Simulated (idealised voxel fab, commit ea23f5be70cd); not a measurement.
process module | voxel tone inversion
cross-section cut | 160 nm wide | cells 5 nm
A cross-section is a grid of square cells, given in bands from the top down. A band is one or more rows of cells.
Each band's line starts with the height of the band's top and of its bottom, in nm. Then come its materials from left to right, each with its width in nm. One material with "throughout" fills the band from edge to edge. "air" is empty space.
Height 0 is the level under which the wafer as received is all one material. The lowest band goes on downwards, as in "0 down".
A width such as "30 to 40" changes by the same amount from each row of cells to the next, from the band's top row to its bottom row.
"no change" after a step means that no cell of the cross-section changed.
closed voids: empty space of 8 cells or more with no open way to the top, each as width x height at its distance from the left edge, in nm
after a step's settings: what the simulator itself notes on the step
overlay nm, on a step with a mask: how far to the right of its planned place the mask lay; to the left if negative
plan
1 op RECEIVE | material Si
2 op CONFORMAL_DEP | material SiCN | thk nm 5
3 op DIRECTIONAL_DEP | material polySi | thk nm 25
4 op PATTERN | tone cover | mask id POSTS | material resist | width nm 15 | pitch nm 50 | thk nm 35 | overlay nm 0
5 op DIRECTIONAL_ETCH | etch materials polySi | depth nm 25
6 op STRIP | etch materials resist
7 op FILL_DEP | material SiO2 | thk nm 10
8 op CMP | height nm 30
9 op STRIP | etch materials polySi
varied across the wafers: width nm of step 4. The plan shows the first wafer's value. All wafers start alike
first wafer as received, after step 1
  0 down: Si throughout
  closed voids: none
each wafer at the end: cells of each material gained (+) or lost (-) since it was received, then its closed voids
width nm 15 | +32 SiCN | +130 SiO2 | closed voids: none
width nm 20 | +32 SiCN | +120 SiO2 | closed voids: none
width nm 25 | +32 SiCN | +110 SiO2 | closed voids: none
width nm 30 | +32 SiCN | +100 SiO2 | closed voids: none
width nm 35 | +32 SiCN | +90 SiO2 | closed voids: none
